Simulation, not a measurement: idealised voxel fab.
Proc. module: voxel capacitor over wiring
The cross-section shown here is cut; it is 160 nm wide and divided into square cells measuring 5 nm on a side.
Cross-section spec: square-cell grid; bands listed top down; each band is one or more rows.
The band entry comprises the height of the band's top followed by the height of its bottom, expressed in nm, and subsequently the band's materials from left to right, each stated together with its width in nm. Where a single material is marked with the word "everywhere", that material fills the band from edge to edge. The word "air" represents empty space.
Heights are reckoned from 0. Under this level, the received wafer is all of one material. The bottommost band is open-ended downward, for example "0 and below".
The two numbers in a width such as "30 to 40" mark its ends across the band: the first belongs to the top row of cells, the second to the bottom row, and from each row to the next the width moves by the same amount.
Given "everything unchanged" for a step, no cell of the cross-section differs between before and after that step.
Empty spaces counting at least 8 cells and having no open way to the top are listed in "Closed void table". The notation width x height at distance is used for each, the distance being from the left edge and all three values in nm.
after a step's settings: what the simulator itself notes on the step
overlay nm: mask offset rightward from planned place, masked step; negative means leftward offset.
[Listed below are the process steps as planned]
1,RECEIVE, material Si
2,CONFORMAL_DEP, material SiO2, thk nm 15
3,DIRECTIONAL_DEP, material TiN, thk nm 5
4,DIRECTIONAL_DEP, material W, thk nm 20
5,DIRECTIONAL_DEP, material aC, thk nm 15
6,PATTERN, tone cover, mask id METAL_1, material resist, width nm 30, pitch nm 95, thk nm 30, overlay nm 0
7,DIRECTIONAL_ETCH, etch materials aC, depth nm 15
8,STRIP, etch materials resist
9,DIRECTIONAL_ETCH, etch materials W, depth nm 20
10,DIRECTIONAL_ETCH, etch materials TiN, depth nm 5
11,STRIP, etch materials aC
12,FILL_DEP, material lowk, thk nm 10
13,CMP, height nm 40
14,CONFORMAL_DEP, material SiCN, thk nm 5
15,DIRECTIONAL_DEP, material SiO2, thk nm 20
16,PATTERN, tone open, mask id PLUG_1, material resist, width nm 15, thk nm 15, overlay nm 0
17,DIRECTIONAL_ETCH, etch materials SiO2, depth nm 20
18,DIRECTIONAL_ETCH, etch materials SiCN, depth nm 5
19,STRIP, etch materials resist
20,CONFORMAL_DEP, material TiN, thk nm 5
21,FILL_DEP, material Cu, thk nm 10
22,CMP, height nm 65
23,DIRECTIONAL_DEP, material TiN, thk nm 10
24,DIRECTIONAL_DEP, material SiN, thk nm 5
25,DIRECTIONAL_DEP, material TiN, thk nm 5
26,PATTERN, tone cover, mask id UPPER_PLATE, material resist, width nm 70, thk nm 15, overlay nm 0
27,DIRECTIONAL_ETCH, etch materials TiN, depth nm 5
28,DIRECTIONAL_ETCH, etch materials SiN, depth nm 5
29,STRIP, etch materials resist
30,PATTERN, tone cover, mask id LOWER_PLATE, material resist, width nm 80, thk nm 15, overlay nm 0
31,DIRECTIONAL_ETCH, etch materials TiN, depth nm 10
32,STRIP, etch materials resist
33,FILL_DEP, material SiO2, thk nm 20
34,CMP, height nm 100
35,MASKED_ETCH, tone open, mask id PLUG_2, width nm 15, etch materials SiO2, depth nm 15, overlay nm 0
36,CONFORMAL_DEP, material TiN, thk nm 5
37,FILL_DEP, material Ru, thk nm 10
38,CMP, height nm 100
39,CONFORMAL_DEP, material SiCN, thk nm 5
[The first of a set of two wafers, run to plan]
[As-received wafer cross-section (after step 1)]
* 0 and below | Si everywhere
* Closed void table: none
[Wafer section view after processing step 2]
* 15 down to 0 | SiO2 everywhere
* All layers under 0 are left as they were.
[Wafer section view after processing step 3]
* 20 down to 15 | TiN everywhere
* All layers under 15 are left as they were.
[Wafer section view after processing step 4]
* 40 down to 20 | W everywhere
* All layers under 20 are left as they were.
[Wafer section view after processing step 5]
* 55 down to 40 | aC everywhere
* All layers under 40 are left as they were.
[Wafer section view after processing step 6]
* 85 down to 55 | air 15 nm, resist 30 nm, air 65 nm, resist 30 nm, air 20 nm
* All layers under 55 are left as they were.
[Wafer section view after processing step 7]
* 70 down to 55 | air 15 nm, resist 30 nm, air 65 nm, resist 30 nm, air 20 nm
* 55 down to 40 | air 15 nm, aC 30 nm, air 65 nm, aC 30 nm, air 20 nm
* All layers under 40 are left as they were.
[Wafer section view after processing step 8]
* 55 down to 40 | air 15 nm, aC 30 nm, air 65 nm, aC 30 nm, air 20 nm
* All layers under 40 are left as they were.
[Wafer section view after processing step 9]
* 55 down to 40 | air 15 nm, aC 30 nm, air 65 nm, aC 30 nm, air 20 nm
* 40 down to 20 | air 15 nm, W 30 nm, air 65 nm, W 30 nm, air 20 nm
* All layers under 20 are left as they were.
[Wafer section view after processing step 10]
* 55 down to 40 | air 15 nm, aC 30 nm, air 65 nm, aC 30 nm, air 20 nm
* 40 down to 20 | air 15 nm, W 30 nm, air 65 nm, W 30 nm, air 20 nm
* 20 down to 15 | air 15 nm, TiN 30 nm, air 65 nm, TiN 30 nm, air 20 nm
* All layers under 15 are left as they were.
[Wafer section view after processing step 11]
* 40 down to 20 | air 15 nm, W 30 nm, air 65 nm, W 30 nm, air 20 nm
* All layers under 20 are left as they were.
[Wafer section view after processing step 12]
* 50 down to 40 | lowk everywhere
* 40 down to 20 | lowk 15 nm, W 30 nm, lowk 65 nm, W 30 nm, lowk 20 nm
* 20 down to 15 | lowk 15 nm, TiN 30 nm, lowk 65 nm, TiN 30 nm, lowk 20 nm
* All layers under 15 are left as they were.
[Wafer section view after processing step 13]
* 40 down to 20 | lowk 15 nm, W 30 nm, lowk 65 nm, W 30 nm, lowk 20 nm
* All layers under 20 are left as they were.
[Wafer section view after processing step 14]
* 45 down to 40 | SiCN everywhere
* All layers under 40 are left as they were.
[Wafer section view after processing step 15]
* 65 down to 45 | SiO2 everywhere
* All layers under 45 are left as they were.
[Wafer section view after processing step 16]
* 80 down to 65 | resist 30 nm, air 15 nm, resist 115 nm
* All layers under 65 are left as they were.
[Wafer section view after processing step 17]
* 80 down to 65 | resist 30 nm, air 15 nm, resist 115 nm
* 65 down to 45 | SiO2 30 nm, air 15 nm, SiO2 115 nm
* All layers under 45 are left as they were.
[Wafer section view after processing step 18]
* 80 down to 65 | resist 30 nm, air 15 nm, resist 115 nm
* 65 down to 45 | SiO2 30 nm, air 15 nm, SiO2 115 nm
* 45 down to 40 | SiCN 30 nm, air 15 nm, SiCN 115 nm
* All layers under 40 are left as they were.
[Wafer section view after processing step 19]
* 65 down to 45 | SiO2 30 nm, air 15 nm, SiO2 115 nm
* All layers under 45 are left as they were.
[Wafer section view after processing step 20]
* 70 down to 65 | TiN 35 nm, air 5 nm, TiN 120 nm
* 65 down to 45 | SiO2 30 nm, TiN 5 nm, air 5 nm, TiN 5 nm, SiO2 115 nm
* 45 down to 40 | SiCN 30 nm, TiN 15 nm, SiCN 115 nm
* All layers under 40 are left as they were.
[Wafer section view after processing step 21]
* 80 down to 70 | Cu everywhere
* 70 down to 65 | TiN 35 nm, Cu 5 nm, TiN 120 nm
* 65 down to 45 | SiO2 30 nm, TiN 5 nm, Cu 5 nm, TiN 5 nm, SiO2 115 nm
* All layers under 45 are left as they were.
[Wafer section view after processing step 22]
* 65 down to 45 | SiO2 30 nm, TiN 5 nm, Cu 5 nm, TiN 5 nm, SiO2 115 nm
* All layers under 45 are left as they were.
[Wafer section view after processing step 23]
* 75 down to 65 | TiN everywhere
* All layers under 65 are left as they were.
[Wafer section view after processing step 24]
* 80 down to 75 | SiN everywhere
* All layers under 75 are left as they were.
[Wafer section view after processing step 25]
* 85 down to 80 | TiN everywhere
* All layers under 80 are left as they were.
[Wafer section view after processing step 26]
* 100 down to 85 | air 30 nm, resist 70 nm, air 60 nm
* All layers under 85 are left as they were.
[Wafer section view after processing step 27]
* 100 down to 85 | air 30 nm, resist 70 nm, air 60 nm
* 85 down to 80 | air 30 nm, TiN 70 nm, air 60 nm
* All layers under 80 are left as they were.
[Wafer section view after processing step 28]
* 100 down to 85 | air 30 nm, resist 70 nm, air 60 nm
* 85 down to 80 | air 30 nm, TiN 70 nm, air 60 nm
* 80 down to 75 | air 30 nm, SiN 70 nm, air 60 nm
* All layers under 75 are left as they were.
[Wafer section view after processing step 29]
* 85 down to 80 | air 30 nm, TiN 70 nm, air 60 nm
* All layers under 80 are left as they were.
[Wafer section view after processing step 30]
* 100 down to 85 | air 25 nm, resist 80 nm, air 55 nm
* 85 down to 80 | air 25 nm, resist 5 nm, TiN 70 nm, resist 5 nm, air 55 nm
* 80 down to 75 | air 25 nm, resist 5 nm, SiN 70 nm, resist 5 nm, air 55 nm
* All layers under 75 are left as they were.
[Wafer section view after processing step 31]
* 100 down to 85 | air 25 nm, resist 80 nm, air 55 nm
* 85 down to 80 | air 25 nm, resist 5 nm, TiN 70 nm, resist 5 nm, air 55 nm
* 80 down to 75 | air 25 nm, resist 5 nm, SiN 70 nm, resist 5 nm, air 55 nm
* 75 down to 65 | air 25 nm, TiN 80 nm, air 55 nm
* All layers under 65 are left as they were.
[Wafer section view after processing step 32]
* 85 down to 80 | air 30 nm, TiN 70 nm, air 60 nm
* 80 down to 75 | air 30 nm, SiN 70 nm, air 60 nm
* All layers under 75 are left as they were.
[Wafer section view after processing step 33]
* 105 down to 85 | SiO2 everywhere
* 85 down to 80 | SiO2 30 nm, TiN 70 nm, SiO2 60 nm
* 80 down to 75 | SiO2 30 nm, SiN 70 nm, SiO2 60 nm
* 75 down to 65 | SiO2 25 nm, TiN 80 nm, SiO2 55 nm
* All layers under 65 are left as they were.
[Wafer section view after processing step 34]
* 100 down to 85 | SiO2 everywhere
* All layers under 85 are left as they were.
[Wafer section view after processing step 35]
* 100 down to 85 | SiO2 40 nm, air 15 nm, SiO2 105 nm
* All layers under 85 are left as they were.
[Wafer section view after processing step 36]
* 105 down to 100 | TiN 45 nm, air 5 nm, TiN 110 nm
* 100 down to 90 | SiO2 40 nm, TiN 5 nm, air 5 nm, TiN 5 nm, SiO2 105 nm
* 90 down to 80 | SiO2 40 to 30 nm, TiN 15 to 70 nm, SiO2 105 to 60 nm
* All layers under 80 are left as they were.
[Wafer section view after processing step 37]
* 115 down to 105 | Ru everywhere
* 105 down to 100 | TiN 45 nm, Ru 5 nm, TiN 110 nm
* 100 down to 90 | SiO2 40 nm, TiN 5 nm, Ru 5 nm, TiN 5 nm, SiO2 105 nm
* All layers under 90 are left as they were.
[Wafer section view after processing step 38]
* 100 down to 90 | SiO2 40 nm, TiN 5 nm, Ru 5 nm, TiN 5 nm, SiO2 105 nm
* All layers under 90 are left as they were.
[Wafer section view after processing step 39]
* 105 down to 100 | SiCN everywhere
* All layers under 100 are left as they were.
[What follows concerns the second wafer, which started out like the first and was meant to follow the very same plan; one mistake crept in when it was run, but everything up to and including step 5 is the same as for the first wafer]
[The second wafer in cross-section, at the planned close of step 6]
* 85 down to 55 | resist 15 nm, air 30 nm, resist 65 nm, air 30 nm, resist 20 nm
* All layers under 55 are left as they were.
[The second wafer in cross-section, at the planned close of step 7]
* 70 down to 55 | resist 15 nm, air 30 nm, resist 65 nm, air 30 nm, resist 20 nm
* 55 down to 40 | aC 15 nm, air 30 nm, aC 65 nm, air 30 nm, aC 20 nm
* All layers under 40 are left as they were.
[The second wafer in cross-section, at the planned close of step 8]
* 55 down to 40 | aC 15 nm, air 30 nm, aC 65 nm, air 30 nm, aC 20 nm
* All layers under 40 are left as they were.
[The second wafer in cross-section, at the planned close of step 9]
* 55 down to 40 | aC 15 nm, air 30 nm, aC 65 nm, air 30 nm, aC 20 nm
* 40 down to 20 | W 15 nm, air 30 nm, W 65 nm, air 30 nm, W 20 nm
* All layers under 20 are left as they were.
[The second wafer in cross-section, at the planned close of step 10]
* 55 down to 40 | aC 15 nm, air 30 nm, aC 65 nm, air 30 nm, aC 20 nm
* 40 down to 20 | W 15 nm, air 30 nm, W 65 nm, air 30 nm, W 20 nm
* 20 down to 15 | TiN 15 nm, air 30 nm, TiN 65 nm, air 30 nm, TiN 20 nm
* All layers under 15 are left as they were.
[The second wafer in cross-section, at the planned close of step 11]
* 40 down to 20 | W 15 nm, air 30 nm, W 65 nm, air 30 nm, W 20 nm
* All layers under 20 are left as they were.
[The second wafer in cross-section, at the planned close of step 12]
* 50 down to 40 | lowk everywhere
* 40 down to 20 | W 15 nm, lowk 30 nm, W 65 nm, lowk 30 nm, W 20 nm
* 20 down to 15 | TiN 15 nm, lowk 30 nm, TiN 65 nm, lowk 30 nm, TiN 20 nm
* All layers under 15 are left as they were.
[The second wafer in cross-section, at the planned close of step 13]
* 40 down to 20 | W 15 nm, lowk 30 nm, W 65 nm, lowk 30 nm, W 20 nm
* All layers under 20 are left as they were.
[The second wafer in cross-section, at the planned close of step 14]
* 45 down to 40 | SiCN everywhere
* All layers under 40 are left as they were.
[The second wafer in cross-section, at the planned close of step 15]
* 65 down to 45 | SiO2 everywhere
* All layers under 45 are left as they were.
[The second wafer in cross-section, at the planned close of step 16]
* 80 down to 65 | resist 30 nm, air 15 nm, resist 115 nm
* All layers under 65 are left as they were.
[The second wafer in cross-section, at the planned close of step 17]
* 80 down to 65 | resist 30 nm, air 15 nm, resist 115 nm
* 65 down to 45 | SiO2 30 nm, air 15 nm, SiO2 115 nm
* All layers under 45 are left as they were.
[The second wafer in cross-section, at the planned close of step 18]
* 80 down to 65 | resist 30 nm, air 15 nm, resist 115 nm
* 65 down to 45 | SiO2 30 nm, air 15 nm, SiO2 115 nm
* 45 down to 40 | SiCN 30 nm, air 15 nm, SiCN 115 nm
* All layers under 40 are left as they were.
[The second wafer in cross-section, at the planned close of step 19]
* 65 down to 45 | SiO2 30 nm, air 15 nm, SiO2 115 nm
* All layers under 45 are left as they were.
[The second wafer in cross-section, at the planned close of step 20]
* 70 down to 65 | TiN 35 nm, air 5 nm, TiN 120 nm
* 65 down to 45 | SiO2 30 nm, TiN 5 nm, air 5 nm, TiN 5 nm, SiO2 115 nm
* 45 down to 40 | SiCN 30 nm, TiN 15 nm, SiCN 115 nm
* All layers under 40 are left as they were.
[The second wafer in cross-section, at the planned close of step 21]
* 80 down to 70 | Cu everywhere
* 70 down to 65 | TiN 35 nm, Cu 5 nm, TiN 120 nm
* 65 down to 45 | SiO2 30 nm, TiN 5 nm, Cu 5 nm, TiN 5 nm, SiO2 115 nm
* All layers under 45 are left as they were.
[The second wafer in cross-section, at the planned close of step 22]
* 65 down to 45 | SiO2 30 nm, TiN 5 nm, Cu 5 nm, TiN 5 nm, SiO2 115 nm
* All layers under 45 are left as they were.
[The second wafer in cross-section, at the planned close of step 23]
* 75 down to 65 | TiN everywhere
* All layers under 65 are left as they were.
[The second wafer in cross-section, at the planned close of step 24]
* 80 down to 75 | SiN everywhere
* All layers under 75 are left as they were.
[The second wafer in cross-section, at the planned close of step 25]
* 85 down to 80 | TiN everywhere
* All layers under 80 are left as they were.
[The second wafer in cross-section, at the planned close of step 26]
* 100 down to 85 | air 30 nm, resist 70 nm, air 60 nm
* All layers under 85 are left as they were.
[The second wafer in cross-section, at the planned close of step 27]
* 100 down to 85 | air 30 nm, resist 70 nm, air 60 nm
* 85 down to 80 | air 30 nm, TiN 70 nm, air 60 nm
* All layers under 80 are left as they were.
[The second wafer in cross-section, at the planned close of step 28]
* 100 down to 85 | air 30 nm, resist 70 nm, air 60 nm
* 85 down to 80 | air 30 nm, TiN 70 nm, air 60 nm
* 80 down to 75 | air 30 nm, SiN 70 nm, air 60 nm
* All layers under 75 are left as they were.
[The second wafer in cross-section, at the planned close of step 29]
* 85 down to 80 | air 30 nm, TiN 70 nm, air 60 nm
* All layers under 80 are left as they were.
[The second wafer in cross-section, at the planned close of step 30]
* 100 down to 85 | air 25 nm, resist 80 nm, air 55 nm
* 85 down to 80 | air 25 nm, resist 5 nm, TiN 70 nm, resist 5 nm, air 55 nm
* 80 down to 75 | air 25 nm, resist 5 nm, SiN 70 nm, resist 5 nm, air 55 nm
* All layers under 75 are left as they were.
[The second wafer in cross-section, at the planned close of step 31]
* 100 down to 85 | air 25 nm, resist 80 nm, air 55 nm
* 85 down to 80 | air 25 nm, resist 5 nm, TiN 70 nm, resist 5 nm, air 55 nm
* 80 down to 75 | air 25 nm, resist 5 nm, SiN 70 nm, resist 5 nm, air 55 nm
* 75 down to 65 | air 25 nm, TiN 80 nm, air 55 nm
* All layers under 65 are left as they were.
[The second wafer in cross-section, at the planned close of step 32]
* 85 down to 80 | air 30 nm, TiN 70 nm, air 60 nm
* 80 down to 75 | air 30 nm, SiN 70 nm, air 60 nm
* All layers under 75 are left as they were.
[The second wafer in cross-section, at the planned close of step 33]
* 105 down to 85 | SiO2 everywhere
* 85 down to 80 | SiO2 30 nm, TiN 70 nm, SiO2 60 nm
* 80 down to 75 | SiO2 30 nm, SiN 70 nm, SiO2 60 nm
* 75 down to 65 | SiO2 25 nm, TiN 80 nm, SiO2 55 nm
* All layers under 65 are left as they were.
[The second wafer in cross-section, at the planned close of step 34]
* 100 down to 85 | SiO2 everywhere
* All layers under 85 are left as they were.
[The second wafer in cross-section, at the planned close of step 35]
* 100 down to 85 | SiO2 40 nm, air 15 nm, SiO2 105 nm
* All layers under 85 are left as they were.
[The second wafer in cross-section, at the planned close of step 36]
* 105 down to 100 | TiN 45 nm, air 5 nm, TiN 110 nm
* 100 down to 90 | SiO2 40 nm, TiN 5 nm, air 5 nm, TiN 5 nm, SiO2 105 nm
* 90 down to 80 | SiO2 40 to 30 nm, TiN 15 to 70 nm, SiO2 105 to 60 nm
* All layers under 80 are left as they were.
[The second wafer in cross-section, at the planned close of step 37]
* 115 down to 105 | Ru everywhere
* 105 down to 100 | TiN 45 nm, Ru 5 nm, TiN 110 nm
* 100 down to 90 | SiO2 40 nm, TiN 5 nm, Ru 5 nm, TiN 5 nm, SiO2 105 nm
* All layers under 90 are left as they were.
[The second wafer in cross-section, at the planned close of step 38]
* 100 down to 90 | SiO2 40 nm, TiN 5 nm, Ru 5 nm, TiN 5 nm, SiO2 105 nm
* All layers under 90 are left as they were.
[The second wafer in cross-section, at the planned close of step 39]
* 105 down to 100 | SiCN everywhere
* All layers under 100 are left as they were.
What was done differently from what was planned? step 6 ran with different settings than intended, the actual operation and settings being PATTERN, tone open, mask id METAL_1, material resist, width nm 30, pitch nm 95, thk nm 30, overlay nm 0
Final difference in cells, second wafer against first, listed per material as more or fewer: 8 more of TiN | 32 more of W | 40 fewer of lowk
